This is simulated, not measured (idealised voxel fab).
The following is a process module called voxel capacitor over wiring.
Section shown: cut. Width: 155 nm. Cell size: 5 nm, square.
A cross-section in this document is a grid of square cells, and it is written down as bands, the top band listed before the ones below it; a band is made up of one or more rows of cells.
Top height, bottom height, nm. Materials left to right, width each, nm. Single material + "throughout" = fills band edge to edge. "empty" = empty.
Height 0 is the level under which the wafer as received is all one material. The lowest band goes on downwards, as in "from 0 down".
The expression "30 to 40" gives the width at the extremes of the band, the first number at its top row of cells and the second at its bottom row, with the width changing by equal amounts from each row to the next in between.
When a step is marked "left unchanged", none of the cells in the cross-section changed during that step.
You'll see "Trapped cavities" listing empty spaces that have no way open to the top, as long as they're 8 cells or more; the notation is width x height at distance, where the distance is from the left edge, and all of it is in nm.
Where a step's line continues beyond its settings, the continuation is a remark by the simulator itself on that step.
You can add "overlay nm" to a step's line. For a step with a mask, it describes how far the mask lay to the right of its planned position, and a negative number describes a lay to the left.

[This section lists the process steps that were planned]
1) RECEIVE [material Si]
2) CONFORMAL_DEP [material SiO2] [thk nm 10]
3) CONFORMAL_DEP [material SiCN] [thk nm 5]
4) DIRECTIONAL_DEP [material SiO2] [thk nm 15]
5) DIRECTIONAL_DEP [material aC] [thk nm 15]
6) PATTERN [tone open] [mask id METAL_1] [material resist] [width nm 20] [pitch nm 80] [thk nm 35] [overlay nm 0]
7) DIRECTIONAL_ETCH [etch materials aC] [depth nm 15]
8) STRIP [etch materials resist]
9) DIRECTIONAL_ETCH [etch materials SiO2] [depth nm 15]
10) DIRECTIONAL_ETCH [etch materials SiCN] [depth nm 5]
11) STRIP [etch materials aC]
12) CONFORMAL_DEP [material TiN] [thk nm 5]
13) FILL_DEP [material Ru] [thk nm 5]
14) CMP [height nm 30]
15) EPI [material Ru] [thk nm 5]
16) FILL_DEP [material SiCN] [thk nm 5]
17) DIRECTIONAL_DEP [material lowk] [thk nm 10]
18) MASKED_ETCH [tone open] [mask id PLUG_1] [width nm 15] [etch materials lowk] [depth nm 10] [overlay nm 0]
19) MASKED_ETCH [tone open] [mask id PLUG_1] [width nm 15] [etch materials SiCN] [depth nm 5] [overlay nm 0]
20) CONFORMAL_DEP [material TiN] [thk nm 5]
21) FILL_DEP [material W] [thk nm 5]
22) CMP [height nm 50]
23) DIRECTIONAL_DEP [material TiN] [thk nm 5]
24) DIRECTIONAL_DEP [material HfO2] [thk nm 5]
25) DIRECTIONAL_DEP [material TiN] [thk nm 10]
26) DIRECTIONAL_DEP [material aC] [thk nm 15]
27) PATTERN [tone cover] [mask id UPPER_PLATE] [material resist] [width nm 65] [thk nm 30] [overlay nm 0]
28) DIRECTIONAL_ETCH [etch materials aC] [depth nm 15]
29) STRIP [etch materials resist]
30) DIRECTIONAL_ETCH [etch materials TiN] [depth nm 10]
31) DIRECTIONAL_ETCH [etch materials HfO2] [depth nm 5]
32) STRIP [etch materials aC]
33) MASKED_ETCH [tone cover] [mask id LOWER_PLATE] [width nm 75] [etch materials TiN] [depth nm 5] [overlay nm 0]
34) FILL_DEP [material SiO2] [thk nm 20]
35) CMP [height nm 85]
36) DIRECTIONAL_DEP [material aC] [thk nm 15]
37) PATTERN [tone open] [mask id PLUG_2] [material resist] [width nm 15] [thk nm 30] [overlay nm 0]
38) DIRECTIONAL_ETCH [etch materials aC] [depth nm 15]
39) STRIP [etch materials resist]
40) DIRECTIONAL_ETCH [etch materials SiO2] [depth nm 15]
41) STRIP [etch materials aC]
42) CONFORMAL_DEP [material TiN] [thk nm 5]
43) FILL_DEP [material Cu] [thk nm 10]
44) CMP [height nm 85]
45) CONFORMAL_DEP [material SiN] [thk nm 5]

[This is the cross-section of the wafer as we received it, i.e. after step 1]
from 0 down: Si throughout
Trapped cavities: none

[Here's the cross-section of the first of our two wafers at the end of the module - it ran as planned]
from 90 to 85: SiN throughout
from 85 to 75: SiO2 (40) | TiN (5) | Cu (5) | TiN (5) | SiO2 (100)
from 75 to 70: SiO2 (40) | TiN (15) | SiO2 (100)
from 70 to 60: SiO2 (30) | TiN (65) | SiO2 (60)
from 60 to 55: SiO2 (30) | HfO2 (65) | SiO2 (60)
from 55 to 50: SiO2 (25) | TiN (75) | SiO2 (55)
from 50 to 40: lowk (30) | TiN (5) | W (5) | TiN (5) | lowk (110)
from 40 to 35: SiCN (30) | TiN (15) | SiCN (110)
from 35 to 30: SiCN (20) | Ru (30) | SiCN (50) | Ru (30) | SiCN (25)
from 30 to 15: SiO2 (25) | TiN (5) | Ru (10) | TiN (5) | SiO2 (60) | TiN (5) | Ru (10) | TiN (5) | SiO2 (30)
from 15 to 10: SiCN (25) | TiN (20) | SiCN (60) | TiN (20) | SiCN (30)
from 10 to 0: SiO2 throughout
from 0 down: Si throughout
Trapped cavities: none

[Presented here is a cross-section of the second of the two wafers as it stood at the end of the module. It was started in the same manner and assigned the same plan as the first wafer; however, one mistake was made in its execution]
from 90 to 85: SiN throughout
from 85 to 75: SiO2 (40) | TiN (5) | Cu (5) | TiN (5) | SiO2 (100)
from 75 to 70: SiO2 (40) | TiN (15) | SiO2 (100)
from 70 to 60: SiO2 (30) | TiN (65) | SiO2 (60)
from 60 to 55: SiO2 (30) | HfO2 (65) | SiO2 (60)
from 55 to 50: SiO2 (25) | TiN (75) | SiO2 (55)
from 50 to 45: lowk (20) | TiN (5) | W (5) | TiN (5) | lowk (120)
from 45 to 40: lowk (20) | TiN (15) | lowk (120)
from 40 to 35: SiCN (30) | TiN (5) | SiCN (120)
from 35 to 30: SiCN (20) | Ru (30) | SiCN (50) | Ru (30) | SiCN (25)
from 30 to 15: SiO2 (25) | TiN (5) | Ru (10) | TiN (5) | SiO2 (60) | TiN (5) | Ru (10) | TiN (5) | SiO2 (30)
from 15 to 10: SiCN (25) | TiN (20) | SiCN (60) | TiN (20) | SiCN (30)
from 10 to 0: SiO2 throughout
from 0 down: Si throughout
Trapped cavities: none
Where did the run depart from the plan? step 18, actual vs plan mismatch, actual run MASKED_ETCH [tone open] [mask id PLUG_1] [width nm 15] [etch materials lowk] [depth nm 10] [overlay nm -10]
End check, counted in cells, second wafer has more or fewer of these materials than the first: SiCN +2 | TiN -1 | W -1
